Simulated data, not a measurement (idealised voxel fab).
process module | voxel self aligned vias
cross-section cut | 215 nm wide | cells 5 nm
A cross-section is a grid of square cells, given in bands from the top down. A band is one or more rows of cells.
Each band's line starts with the height of the band's top and of its bottom, in nm. Then come its materials from left to right, each with its width in nm. One material with "throughout" fills the band from edge to edge. "air" is empty space.
Height 0 is the level under which the wafer as received is all one material. The lowest band goes on downwards, as in "0 down".
A width such as "30 to 40" changes by the same amount from each row of cells to the next, from the band's top row to its bottom row.
"no change" after a step means that no cell of the cross-section changed.
closed voids: empty space of 8 cells or more with no open way to the top, each as width x height at its distance from the left edge, in nm
after a step's settings: what the simulator itself notes on the step
overlay nm, on a step with a mask: how far to the right of its planned place the mask lay; to the left if negative
plan
1 op RECEIVE | material Si
2 op CONFORMAL_DEP | material SiO2 | thk nm 10
3 op CONFORMAL_DEP | material SiCN | thk nm 5
4 op DIRECTIONAL_DEP | material lowk | thk nm 30
5 op MASKED_ETCH | tone open | mask id LINES | width nm 15 | pitch nm 50 | etch materials lowk | depth nm 30 | overlay nm 0
6 op CONFORMAL_DEP | material TiN | thk nm 5
7 op FILL_DEP | material Ru | thk nm 5
8 op CMP | height nm 45
9 op SELECTIVE_ETCH | etch materials W Ru TiN | depth nm 5
10 op FILL_DEP | material SiN | thk nm 10
11 op CMP | height nm 45
12 op DIRECTIONAL_DEP | material lowk | thk nm 15
13 op PATTERN | tone open | mask id VIAS | material resist | width nm 35 | thk nm 15 | overlay nm 0
14 op DIRECTIONAL_ETCH | etch materials lowk | depth nm 15
15 op DIRECTIONAL_ETCH | etch materials SiN | depth nm 5
16 op STRIP | etch materials resist
17 op CONFORMAL_DEP | material TiN | thk nm 5
18 op FILL_DEP | material Cu | thk nm 10
19 op CMP | height nm 60
20 op CONFORMAL_DEP | material SiCN | thk nm 5
varied across the wafers: width nm of step 5. The plan shows the first wafer's value. All wafers start alike
first wafer as received, after step 1
  0 down: Si throughout
  closed voids: none
first wafer at the end, after step 20
  65 to 60: SiCN throughout
  60 to 50: lowk 65 | TiN 5 | Cu 25 | TiN 5 | lowk 115
  50 to 45: lowk 65 | TiN 15 | Cu 5 | TiN 15 | lowk 115
  45 to 40: lowk 75 | TiN 15 | lowk 35 | SiN 15 | lowk 75
  40 to 20: lowk 75 | TiN 5 | Ru 5 | TiN 5 | lowk 35 | TiN 5 | Ru 5 | TiN 5 | lowk 75
  20 to 15: lowk 75 | TiN 15 | lowk 35 | TiN 15 | lowk 75
  15 to 10: SiCN throughout
  10 to 0: SiO2 throughout
  0 down: Si throughout
  closed voids: none
last wafer at the end
  65 to 60: SiCN throughout
  60 to 45: lowk 65 | TiN 5 | Cu 25 | TiN 5 | lowk 115
  45 to 40: lowk 65 | TiN 35 | lowk 15 | SiN 35 | lowk 65
  40 to 20: lowk 65 | TiN 5 | Ru 25 | TiN 5 | lowk 15 | TiN 5 | Ru 25 | TiN 5 | lowk 65
  20 to 15: lowk 65 | TiN 35 | lowk 15 | TiN 35 | lowk 65
  15 to 10: SiCN throughout
  10 to 0: SiO2 throughout
  0 down: Si throughout
  closed voids: none
each wafer at the end: cells of each material gained (+) or lost (-) since it was received, then its closed voids
width nm 15 | +11 Cu | +8 Ru | +86 SiCN | +3 SiN | +86 SiO2 | +35 TiN | +330 lowk | closed voids: none
width nm 20 | +12 Cu | +16 Ru | +86 SiCN | +4 SiN | +86 SiO2 | +37 TiN | +318 lowk | closed voids: none
width nm 25 | +13 Cu | +24 Ru | +86 SiCN | +5 SiN | +86 SiO2 | +39 TiN | +306 lowk | closed voids: none
width nm 30 | +14 Cu | +32 Ru | +86 SiCN | +6 SiN | +86 SiO2 | +41 TiN | +294 lowk | closed voids: none
width nm 35 | +15 Cu | +40 Ru | +86 SiCN | +7 SiN | +86 SiO2 | +43 TiN | +282 lowk | closed voids: none
